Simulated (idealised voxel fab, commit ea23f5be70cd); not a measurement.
This section sets out a process module, namely voxel wiring stack.
In the cross-section labelled cut, the width is 270 nm and each square cell is 5 nm.
A cross-section is a grid of square cells, given in bands from the top down. A band is one or more rows of cells.
Basically the band line says how high the top is and how high the bottom is, in nm, and then what's in it from left to right, every material with its width in nm. Empty space shows up as "empty", and if a single material carries "full width" it runs the full band edge to edge.
Counting heights begins at 0, where everything beneath is, in the wafer as received, one material. The lowest band has no bottom; it goes on downwards, as "from 0 down" shows.
When a width is written as two numbers, as in "30->40", the first number is the width in the top row of cells of the band and the second is the width in its bottom row, and the width changes by the same amount from each row to the next.
"all unchanged" -> step changed no cross-section cell.
Enclosed voids (no open way to top), threshold 8 cells or more, entry "Enclosed empty spaces", notation width x height at distance, distance from left edge, nm.
What comes after the settings on a step's line is commentary from the simulator itself on that step.
A step line may carry the setting "overlay nm", which, for steps involving a mask, states the distance by which the mask lay to the right of its intended position; negative values denote displacement to the left.

Intended process steps:
1,op RECEIVE | material Si
2,op CONFORMAL_DEP | material SiO2 | thk nm 15
3,op CONFORMAL_DEP | material SiN | thk nm 5
4,op DIRECTIONAL_DEP | material lowk | thk nm 25
5,op DIRECTIONAL_DEP | material aC | thk nm 15
6,op PATTERN | tone open | mask id METAL_1 | material resist | width nm 30 | pitch nm 50 | thk nm 30 | overlay nm 0
7,op DIRECTIONAL_ETCH | etch materials aC | depth nm 15
8,op STRIP | etch materials resist
9,op DIRECTIONAL_ETCH | etch materials lowk | depth nm 25
10,op DIRECTIONAL_ETCH | etch materials SiN | depth nm 5
11,op STRIP | etch materials aC
12,op CONFORMAL_DEP | material TiN | thk nm 5
13,op FILL_DEP | material Cu | thk nm 10
14,op CMP | height nm 45
15,op CONFORMAL_DEP | material SiCN | thk nm 5
16,op DIRECTIONAL_DEP | material SiO2 | thk nm 15
17,op DIRECTIONAL_DEP | material aC | thk nm 15
18,op PATTERN | tone open | mask id PLUG_1 | material resist | width nm 15 | pitch nm 50 | thk nm 30 | overlay nm 0
19,op DIRECTIONAL_ETCH | etch materials aC | depth nm 15
20,op STRIP | etch materials resist
21,op DIRECTIONAL_ETCH | etch materials SiO2 | depth nm 15
22,op DIRECTIONAL_ETCH | etch materials SiCN | depth nm 5
23,op STRIP | etch materials aC
24,op CONFORMAL_DEP | material TiN | thk nm 5
25,op FILL_DEP | material W | thk nm 5
26,op CMP | height nm 65
27,op DIRECTIONAL_DEP | material TiN | thk nm 5
28,op DIRECTIONAL_DEP | material Ru | thk nm 20
29,op MASKED_ETCH | tone cover | mask id METAL_2 | width nm 30 | pitch nm 50 | etch materials Ru | depth nm 20 | overlay nm 0
30,op MASKED_ETCH | tone cover | mask id METAL_2 | width nm 30 | pitch nm 50 | etch materials TiN | depth nm 5 | overlay nm 0
31,op FILL_DEP | material lowk | thk nm 10
32,op CMP | height nm 90
33,op CONFORMAL_DEP | material SiCN | thk nm 5
34,op DIRECTIONAL_DEP | material SiO2 | thk nm 15
35,op DIRECTIONAL_DEP | material aC | thk nm 15
36,op PATTERN | tone open | mask id PLUG_2 | material resist | width nm 15 | thk nm 30 | overlay nm 0
37,op DIRECTIONAL_ETCH | etch materials aC | depth nm 15
38,op STRIP | etch materials resist
39,op DIRECTIONAL_ETCH | etch materials SiO2 | depth nm 15
40,op DIRECTIONAL_ETCH | etch materials SiCN | depth nm 5
41,op STRIP | etch materials aC
42,op CONFORMAL_DEP | material TiN | thk nm 5
43,op FILL_DEP | material W | thk nm 5
44,op CMP | height nm 110
45,op DIRECTIONAL_DEP | material TiN | thk nm 5
46,op DIRECTIONAL_DEP | material Ru | thk nm 15
47,op PATTERN | tone cover | mask id METAL_3 | material resist | width nm 30 | pitch nm 50 | thk nm 15 | overlay nm 0
48,op DIRECTIONAL_ETCH | etch materials Ru | depth nm 15
49,op DIRECTIONAL_ETCH | etch materials TiN | depth nm 5
50,op STRIP | etch materials resist
51,op CONFORMAL_DEP | material SiCN | thk nm 5
52,op FILL_DEP | material lowk | thk nm 10
53,op CMP | height nm 130
54,op CONFORMAL_DEP | material SiCN | thk nm 5

As-received wafer cross-section (after step 1):
* from 0 down = Si full width
* Enclosed empty spaces: none

Result of the module, cross-sectioned: start per above, plan per above, one error in how it was run:
* from 135 to 130 = SiCN full width
* from 130 to 115 = lowk 90; SiCN 5; Ru 30; SiCN 5; lowk 10; SiCN 5; Ru 30; SiCN 5; lowk 90
* from 115 to 110 = SiCN 95; TiN 30; SiCN 20; TiN 30; SiCN 95
* from 110 to 95 = SiO2 95; TiN 5; W 5; TiN 5; SiO2 160
* from 95 to 90 = SiCN 95; TiN 15; SiCN 160
* from 90 to 70 = lowk 90; Ru 30; lowk 20; Ru 30; lowk 100
* from 70 to 65 = lowk 90; TiN 35; lowk 15; TiN 35; lowk 95
* from 65 to 50 = SiO2 95; TiN 5; W 5; TiN 5; SiO2 35; TiN 5; W 5; TiN 5; SiO2 110
* from 50 to 45 = SiCN 95; TiN 15; SiCN 35; TiN 15; SiCN 110
* from 45 to 20 = lowk 95; TiN 5; Cu 20; TiN 5; lowk 20; TiN 5; Cu 20; TiN 5; lowk 95
* from 20 to 15 = SiN 95; TiN 30; SiN 20; TiN 30; SiN 95
* from 15 to 0 = SiO2 full width
* from 0 down = Si full width
* Enclosed empty spaces: none
What went wrong in running the wafer? step 29 went in with a setting other than planned; the actual run was op MASKED_ETCH | tone cover | mask id METAL_2 | width nm 30 | pitch nm 50 | etch materials Ru | depth nm 20 | overlay nm -5
